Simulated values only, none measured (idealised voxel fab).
Name of the process module below: voxel released beams
Section cut is 255 nm wide and gridded with 5 nm square cells.
Square cells in a grid make up a cross-section in this document, and the grid is given as bands, listed from the top down, each one or more rows of cells. For a band, the entry starts with two heights in nm, that of the top and then that of the bottom, and carries on with the band's materials in order from left to right, each alongside its width in nm; the word "throughout" beside a single material means it fills the band edge to edge, and "air" means empty space. It should be noted that heights are counted from 0, beneath which the wafer as supplied is of one material throughout, and that the lowest band possesses no lower boundary but continues downward, as written in "0 down". Think of "30 to 40" as a width that walks from the first number to the second as you go down the band, top row to bottom row, taking equal-sized steps from row to row. "remained the same" means the step left every cell of the cross-section as it was. The list in "Catalogued sealed voids" covers empty spaces of 8 cells or more that cannot reach the top through any open way, and it gives each as width x height at distance; the distance is from the left edge, and width, height and distance are in nm. Anything after a step's settings on that line? It's the simulator's own note about the step. The "overlay nm" setting may appear on a step's line; for a step that uses a mask, it gives how far to the right of its planned position the mask lay, and a negative value indicates the left.
## The planned process steps are enumerated hereunder
1) RECEIVE,material Si
2) CONFORMAL_DEP,material SiN,thk nm 5
3) DIRECTIONAL_DEP,material SiO2,thk nm 20
4) MASKED_ETCH,tone open,mask id ANCHOR,width nm 35,etch materials SiO2,depth nm 20,overlay nm 0
5) CONFORMAL_DEP,material W,thk nm 10
6) DIRECTIONAL_DEP,material aC,thk nm 15
7) PATTERN,tone cover,mask id BEAM,material resist,width nm 85,thk nm 30,overlay nm 0
8) DIRECTIONAL_ETCH,etch materials aC,depth nm 15
9) STRIP,etch materials resist
10) DIRECTIONAL_ETCH,etch materials W,depth nm 10
11) STRIP,etch materials aC
12) STRIP,etch materials SiO2
## So this is the incoming wafer in cross-section - it's already been through step 1
  0 down | Si throughout
  Catalogued sealed voids: none
## Wafer cross-section at end of module: start and plan as shown above, one execution error
  35 to 25 | 95 nm SiN / 15 nm air / 145 nm SiN
  25 to 15 | 85 nm SiO2 / 10 nm SiN / 15 nm air / 10 nm SiN / 135 nm SiO2
  15 to 5 | 85 nm SiO2 / 35 nm SiN / 135 nm SiO2
  5 to 0 | SiN throughout
  0 down | Si throughout
  Catalogued sealed voids: none
It is concluded that the wafer was processed incorrectly with respect to the plan, in that step 5 was processed under conditions differing from the plan, specifically as CONFORMAL_DEP,material SiN,thk nm 10
